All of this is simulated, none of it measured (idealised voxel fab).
Title: Process Module voxel capacitor over wiring
The cross-section shown here is cut; it is 190 nm wide and divided into square cells measuring 5 nm on a side.
Square cells in a grid make up a cross-section in this document, and the grid is given as bands, listed from the top down, each one or more rows of cells.
Top, bottom (nm), then materials left to right with widths (nm); lone material tagged "full width" fills the whole band edge to edge; "air" = empty space.
A quick word on heights: they are counted from 0, and under that level the wafer as it came to us is one material throughout. The lowest band is different from the rest in having no bottom; it simply continues downward, written as in "0 -> down".
Width "30->40": first value at the band's top row of cells, second value at its bottom row, equal change from row to row.
When a step is marked "no modification", none of the cells in the cross-section changed during that step.
Entry "Voids lacking openings" = empty spaces >= 8 cells with no open way to the top; each as width x height at distance, distance from left edge, all nm.
That trailing text on a step's line, after the settings, is the simulator's own remark on the step.
overlay nm: for a step with a mask, the amount by which the mask lay right of where it was planned; a negative amount means left of it.

These are the steps we planned for the process:
step 1: RECEIVE | material Si
step 2: CONFORMAL_DEP | material SiO2 | thk nm 10
step 3: CONFORMAL_DEP | material SiN | thk nm 5
step 4: DIRECTIONAL_DEP | material SiO2 | thk nm 15
step 5: DIRECTIONAL_DEP | material aC | thk nm 10
step 6: PATTERN | tone open | mask id METAL_1 | material resist | width nm 30 | pitch nm 80 | thk nm 30 | overlay nm 0
step 7: DIRECTIONAL_ETCH | etch materials aC | depth nm 10
step 8: STRIP | etch materials resist
step 9: DIRECTIONAL_ETCH | etch materials SiO2 | depth nm 15
step 10: DIRECTIONAL_ETCH | etch materials SiN | depth nm 5
step 11: STRIP | etch materials aC
step 12: CONFORMAL_DEP | material TiN | thk nm 5
step 13: FILL_DEP | material Ru | thk nm 10
step 14: CMP | height nm 30
step 15: EPI | material Ru | thk nm 5
step 16: FILL_DEP | material SiCN | thk nm 5
step 17: DIRECTIONAL_DEP | material SiO2 | thk nm 10
step 18: MASKED_ETCH | tone open | mask id PLUG_1 | width nm 15 | etch materials SiO2 | depth nm 10 | overlay nm 0
step 19: MASKED_ETCH | tone open | mask id PLUG_1 | width nm 15 | etch materials SiCN | depth nm 5 | overlay nm 0
step 20: CONFORMAL_DEP | material TiN | thk nm 5
step 21: FILL_DEP | material Cu | thk nm 5
step 22: CMP | height nm 50
step 23: DIRECTIONAL_DEP | material TiN | thk nm 5
step 24: DIRECTIONAL_DEP | material HfO2 | thk nm 5
step 25: DIRECTIONAL_DEP | material TiN | thk nm 10
step 26: DIRECTIONAL_DEP | material aC | thk nm 15
step 27: PATTERN | tone cover | mask id UPPER_PLATE | material resist | width nm 55 | thk nm 30 | overlay nm 0
step 28: DIRECTIONAL_ETCH | etch materials aC | depth nm 15
step 29: STRIP | etch materials resist
step 30: DIRECTIONAL_ETCH | etch materials TiN | depth nm 10
step 31: DIRECTIONAL_ETCH | etch materials HfO2 | depth nm 5
step 32: STRIP | etch materials aC
step 33: PATTERN | tone cover | mask id LOWER_PLATE | material resist | width nm 65 | thk nm 15 | overlay nm 0
step 34: DIRECTIONAL_ETCH | etch materials TiN | depth nm 5
step 35: STRIP | etch materials resist
step 36: FILL_DEP | material SiO2 | thk nm 20
step 37: CMP | height nm 85
step 38: MASKED_ETCH | tone open | mask id PLUG_2 | width nm 15 | etch materials SiO2 | depth nm 15 | overlay nm 0
step 39: CONFORMAL_DEP | material TiN | thk nm 5
step 40: FILL_DEP | material W | thk nm 5
step 41: CMP | height nm 85
step 42: CONFORMAL_DEP | material SiCN | thk nm 5

First of two wafers: run as planned:

As received (post step 1): cross-section:
* 0 -> down = Si full width
* Voids lacking openings: none

Take a look at the wafer's cross-section after step 2:
* 10 -> 0 = SiO2 full width
* No changes below 0.

Take a look at the wafer's cross-section after step 3:
* 15 -> 10 = SiN full width
* No changes below 10.

Take a look at the wafer's cross-section after step 4:
* 30 -> 15 = SiO2 full width
* No changes below 15.

Take a look at the wafer's cross-section after step 5:
* 40 -> 30 = aC full width
* No changes below 30.

Take a look at the wafer's cross-section after step 6:
* 70 -> 40 = 40 resist; 30 air; 50 resist; 30 air; 40 resist
* No changes below 40.

Take a look at the wafer's cross-section after step 7:
* 60 -> 40 = 40 resist; 30 air; 50 resist; 30 air; 40 resist
* 40 -> 30 = 40 aC; 30 air; 50 aC; 30 air; 40 aC
* No changes below 30.

Take a look at the wafer's cross-section after step 8:
* 40 -> 30 = 40 aC; 30 air; 50 aC; 30 air; 40 aC
* No changes below 30.

Take a look at the wafer's cross-section after step 9:
* 40 -> 30 = 40 aC; 30 air; 50 aC; 30 air; 40 aC
* 30 -> 15 = 40 SiO2; 30 air; 50 SiO2; 30 air; 40 SiO2
* No changes below 15.

Take a look at the wafer's cross-section after step 10:
* 40 -> 30 = 40 aC; 30 air; 50 aC; 30 air; 40 aC
* 30 -> 15 = 40 SiO2; 30 air; 50 SiO2; 30 air; 40 SiO2
* 15 -> 10 = 40 SiN; 30 air; 50 SiN; 30 air; 40 SiN
* No changes below 10.

Take a look at the wafer's cross-section after step 11:
* 30 -> 15 = 40 SiO2; 30 air; 50 SiO2; 30 air; 40 SiO2
* No changes below 15.

Take a look at the wafer's cross-section after step 12:
* 35 -> 30 = 45 TiN; 20 air; 60 TiN; 20 air; 45 TiN
* 30 -> 15 = 40 SiO2; 5 TiN; 20 air; 5 TiN; 50 SiO2; 5 TiN; 20 air; 5 TiN; 40 SiO2
* 15 -> 10 = 40 SiN; 30 TiN; 50 SiN; 30 TiN; 40 SiN
* No changes below 10.

Take a look at the wafer's cross-section after step 13:
* 45 -> 35 = Ru full width
* 35 -> 30 = 45 TiN; 20 Ru; 60 TiN; 20 Ru; 45 TiN
* 30 -> 15 = 40 SiO2; 5 TiN; 20 Ru; 5 TiN; 50 SiO2; 5 TiN; 20 Ru; 5 TiN; 40 SiO2
* No changes below 15.

Take a look at the wafer's cross-section after step 14:
* 30 -> 15 = 40 SiO2; 5 TiN; 20 Ru; 5 TiN; 50 SiO2; 5 TiN; 20 Ru; 5 TiN; 40 SiO2
* No changes below 15.

Take a look at the wafer's cross-section after step 15:
* 35 -> 30 = 35 air; 40 Ru; 40 air; 40 Ru; 35 air
* No changes below 30.

Take a look at the wafer's cross-section after step 16:
* 40 -> 35 = SiCN full width
* 35 -> 30 = 35 SiCN; 40 Ru; 40 SiCN; 40 Ru; 35 SiCN
* No changes below 30.

Take a look at the wafer's cross-section after step 17:
* 50 -> 40 = SiO2 full width
* No changes below 40.

Take a look at the wafer's cross-section after step 18:
* 50 -> 40 = 55 SiO2; 15 air; 120 SiO2
* No changes below 40.

Take a look at the wafer's cross-section after step 19:
* 50 -> 40 = 55 SiO2; 15 air; 120 SiO2
* 40 -> 35 = 55 SiCN; 15 air; 120 SiCN
* No changes below 35.

Take a look at the wafer's cross-section after step 20:
* 55 -> 50 = 60 TiN; 5 air; 125 TiN
* 50 -> 40 = 55 SiO2; 5 TiN; 5 air; 5 TiN; 120 SiO2
* 40 -> 35 = 55 SiCN; 15 TiN; 120 SiCN
* No changes below 35.

Take a look at the wafer's cross-section after step 21:
* 60 -> 55 = Cu full width
* 55 -> 50 = 60 TiN; 5 Cu; 125 TiN
* 50 -> 40 = 55 SiO2; 5 TiN; 5 Cu; 5 TiN; 120 SiO2
* No changes below 40.

Take a look at the wafer's cross-section after step 22:
* 50 -> 40 = 55 SiO2; 5 TiN; 5 Cu; 5 TiN; 120 SiO2
* No changes below 40.

Take a look at the wafer's cross-section after step 23:
* 55 -> 50 = TiN full width
* No changes below 50.

Take a look at the wafer's cross-section after step 24:
* 60 -> 55 = HfO2 full width
* No changes below 55.

Take a look at the wafer's cross-section after step 25:
* 70 -> 60 = TiN full width
* No changes below 60.

Take a look at the wafer's cross-section after step 26:
* 85 -> 70 = aC full width
* No changes below 70.

Take a look at the wafer's cross-section after step 27:
* 115 -> 85 = 55 air; 55 resist; 80 air
* No changes below 85.

Take a look at the wafer's cross-section after step 28:
* 100 -> 85 = 55 air; 55 resist; 80 air
* 85 -> 70 = 55 air; 55 aC; 80 air
* No changes below 70.

Take a look at the wafer's cross-section after step 29:
* 85 -> 70 = 55 air; 55 aC; 80 air
* No changes below 70.

Take a look at the wafer's cross-section after step 30:
* 85 -> 70 = 55 air; 55 aC; 80 air
* 70 -> 60 = 55 air; 55 TiN; 80 air
* No changes below 60.

Take a look at the wafer's cross-section after step 31:
* 85 -> 70 = 55 air; 55 aC; 80 air
* 70 -> 60 = 55 air; 55 TiN; 80 air
* 60 -> 55 = 55 air; 55 HfO2; 80 air
* No changes below 55.

Take a look at the wafer's cross-section after step 32:
* 70 -> 60 = 55 air; 55 TiN; 80 air
* No changes below 60.

Take a look at the wafer's cross-section after step 33:
* 85 -> 70 = 50 air; 65 resist; 75 air
* 70 -> 60 = 50 air; 5 resist; 55 TiN; 5 resist; 75 air
* 60 -> 55 = 50 air; 5 resist; 55 HfO2; 5 resist; 75 air
* No changes below 55.

Take a look at the wafer's cross-section after step 34:
* 85 -> 70 = 50 air; 65 resist; 75 air
* 70 -> 60 = 50 air; 5 resist; 55 TiN; 5 resist; 75 air
* 60 -> 55 = 50 air; 5 resist; 55 HfO2; 5 resist; 75 air
* 55 -> 50 = 50 air; 65 TiN; 75 air
* No changes below 50.

Take a look at the wafer's cross-section after step 35:
* 70 -> 60 = 55 air; 55 TiN; 80 air
* 60 -> 55 = 55 air; 55 HfO2; 80 air
* No changes below 55.

Take a look at the wafer's cross-section after step 36:
* 90 -> 70 = SiO2 full width
* 70 -> 60 = 55 SiO2; 55 TiN; 80 SiO2
* 60 -> 55 = 55 SiO2; 55 HfO2; 80 SiO2
* 55 -> 50 = 50 SiO2; 65 TiN; 75 SiO2
* No changes below 50.

Take a look at the wafer's cross-section after step 37:
* 85 -> 70 = SiO2 full width
* No changes below 70.

Take a look at the wafer's cross-section after step 38:
* 85 -> 70 = 65 SiO2; 15 air; 110 SiO2
* No changes below 70.

Take a look at the wafer's cross-section after step 39:
* 90 -> 85 = 70 TiN; 5 air; 115 TiN
* 85 -> 75 = 65 SiO2; 5 TiN; 5 air; 5 TiN; 110 SiO2
* 75 -> 70 = 65 SiO2; 15 TiN; 110 SiO2
* No changes below 70.

Take a look at the wafer's cross-section after step 40:
* 95 -> 90 = W full width
* 90 -> 85 = 70 TiN; 5 W; 115 TiN
* 85 -> 75 = 65 SiO2; 5 TiN; 5 W; 5 TiN; 110 SiO2
* No changes below 75.

Take a look at the wafer's cross-section after step 41:
* 85 -> 75 = 65 SiO2; 5 TiN; 5 W; 5 TiN; 110 SiO2
* No changes below 75.

Take a look at the wafer's cross-section after step 42:
* 90 -> 85 = SiCN full width
* No changes below 85.

For the second wafer, take the first wafer's start and plan, then add one mistake made in running it; everything through step 3, that step included, is shared with the first:

Second wafer, cut view, end of step 4 per plan:
* 30 -> 15 = Ru full width
* No changes below 15.

Second wafer, cut view, end of step 5 per plan:
* 40 -> 30 = aC full width
* No changes below 30.

Second wafer, cut view, end of step 6 per plan:
* 70 -> 40 = 40 resist; 30 air; 50 resist; 30 air; 40 resist
* No changes below 40.

Second wafer, cut view, end of step 7 per plan:
* 60 -> 40 = 40 resist; 30 air; 50 resist; 30 air; 40 resist
* 40 -> 30 = 40 aC; 30 air; 50 aC; 30 air; 40 aC
* No changes below 30.

Second wafer, cut view, end of step 8 per plan:
* 40 -> 30 = 40 aC; 30 air; 50 aC; 30 air; 40 aC
* No changes below 30.

Second wafer, cut view, end of step 9 per plan: no modification

Second wafer, cut view, end of step 10 per plan: no modification

Second wafer, cut view, end of step 11 per plan:
* 30 -> 15 = Ru full width
* No changes below 15.

Second wafer, cut view, end of step 12 per plan:
* 35 -> 30 = TiN full width
* No changes below 30.

Second wafer, cut view, end of step 13 per plan:
* 45 -> 35 = Ru full width
* No changes below 35.

Second wafer, cut view, end of step 14 per plan:
* 30 -> 15 = Ru full width
* No changes below 15.

Second wafer, cut view, end of step 15 per plan:
* 35 -> 15 = Ru full width
* No changes below 15.

Second wafer, cut view, end of step 16 per plan:
* 40 -> 35 = SiCN full width
* No changes below 35.

Second wafer, cut view, end of step 17 per plan:
* 50 -> 40 = SiO2 full width
* No changes below 40.

Second wafer, cut view, end of step 18 per plan:
* 50 -> 40 = 55 SiO2; 15 air; 120 SiO2
* No changes below 40.

Second wafer, cut view, end of step 19 per plan:
* 50 -> 40 = 55 SiO2; 15 air; 120 SiO2
* 40 -> 35 = 55 SiCN; 15 air; 120 SiCN
* No changes below 35.

Second wafer, cut view, end of step 20 per plan:
* 55 -> 50 = 60 TiN; 5 air; 125 TiN
* 50 -> 40 = 55 SiO2; 5 TiN; 5 air; 5 TiN; 120 SiO2
* 40 -> 35 = 55 SiCN; 15 TiN; 120 SiCN
* No changes below 35.

Second wafer, cut view, end of step 21 per plan:
* 60 -> 55 = Cu full width
* 55 -> 50 = 60 TiN; 5 Cu; 125 TiN
* 50 -> 40 = 55 SiO2; 5 TiN; 5 Cu; 5 TiN; 120 SiO2
* No changes below 40.

Second wafer, cut view, end of step 22 per plan:
* 50 -> 40 = 55 SiO2; 5 TiN; 5 Cu; 5 TiN; 120 SiO2
* No changes below 40.

Second wafer, cut view, end of step 23 per plan:
* 55 -> 50 = TiN full width
* No changes below 50.

Second wafer, cut view, end of step 24 per plan:
* 60 -> 55 = HfO2 full width
* No changes below 55.

Second wafer, cut view, end of step 25 per plan:
* 70 -> 60 = TiN full width
* No changes below 60.

Second wafer, cut view, end of step 26 per plan:
* 85 -> 70 = aC full width
* No changes below 70.

Second wafer, cut view, end of step 27 per plan:
* 115 -> 85 = 55 air; 55 resist; 80 air
* No changes below 85.

Second wafer, cut view, end of step 28 per plan:
* 100 -> 85 = 55 air; 55 resist; 80 air
* 85 -> 70 = 55 air; 55 aC; 80 air
* No changes below 70.

Second wafer, cut view, end of step 29 per plan:
* 85 -> 70 = 55 air; 55 aC; 80 air
* No changes below 70.

Second wafer, cut view, end of step 30 per plan:
* 85 -> 70 = 55 air; 55 aC; 80 air
* 70 -> 60 = 55 air; 55 TiN; 80 air
* No changes below 60.

Second wafer, cut view, end of step 31 per plan:
* 85 -> 70 = 55 air; 55 aC; 80 air
* 70 -> 60 = 55 air; 55 TiN; 80 air
* 60 -> 55 = 55 air; 55 HfO2; 80 air
* No changes below 55.

Second wafer, cut view, end of step 32 per plan:
* 70 -> 60 = 55 air; 55 TiN; 80 air
* No changes below 60.

Second wafer, cut view, end of step 33 per plan:
* 85 -> 70 = 50 air; 65 resist; 75 air
* 70 -> 60 = 50 air; 5 resist; 55 TiN; 5 resist; 75 air
* 60 -> 55 = 50 air; 5 resist; 55 HfO2; 5 resist; 75 air
* No changes below 55.

Second wafer, cut view, end of step 34 per plan:
* 85 -> 70 = 50 air; 65 resist; 75 air
* 70 -> 60 = 50 air; 5 resist; 55 TiN; 5 resist; 75 air
* 60 -> 55 = 50 air; 5 resist; 55 HfO2; 5 resist; 75 air
* 55 -> 50 = 50 air; 65 TiN; 75 air
* No changes below 50.

Second wafer, cut view, end of step 35 per plan:
* 70 -> 60 = 55 air; 55 TiN; 80 air
* 60 -> 55 = 55 air; 55 HfO2; 80 air
* No changes below 55.

Second wafer, cut view, end of step 36 per plan:
* 90 -> 70 = SiO2 full width
* 70 -> 60 = 55 SiO2; 55 TiN; 80 SiO2
* 60 -> 55 = 55 SiO2; 55 HfO2; 80 SiO2
* 55 -> 50 = 50 SiO2; 65 TiN; 75 SiO2
* No changes below 50.

Second wafer, cut view, end of step 37 per plan:
* 85 -> 70 = SiO2 full width
* No changes below 70.

Second wafer, cut view, end of step 38 per plan:
* 85 -> 70 = 65 SiO2; 15 air; 110 SiO2
* No changes below 70.

Second wafer, cut view, end of step 39 per plan:
* 90 -> 85 = 70 TiN; 5 air; 115 TiN
* 85 -> 75 = 65 SiO2; 5 TiN; 5 air; 5 TiN; 110 SiO2
* 75 -> 70 = 65 SiO2; 15 TiN; 110 SiO2
* No changes below 70.

Second wafer, cut view, end of step 40 per plan:
* 95 -> 90 = W full width
* 90 -> 85 = 70 TiN; 5 W; 115 TiN
* 85 -> 75 = 65 SiO2; 5 TiN; 5 W; 5 TiN; 110 SiO2
* No changes below 75.

Second wafer, cut view, end of step 41 per plan:
* 85 -> 75 = 65 SiO2; 5 TiN; 5 W; 5 TiN; 110 SiO2
* No changes below 75.

Second wafer, cut view, end of step 42 per plan:
* 90 -> 85 = SiCN full width
* No changes below 85.
Short version of what went wrong: step 4 went in with a setting other than planned; the actual run was DIRECTIONAL_DEP | material Ru | thk nm 15
Wrapping up, a cell-based count of both wafers puts the second over or under the first for these materials: +112 Ru, -22 SiCN, +12 SiN, -78 SiO2, -24 TiN
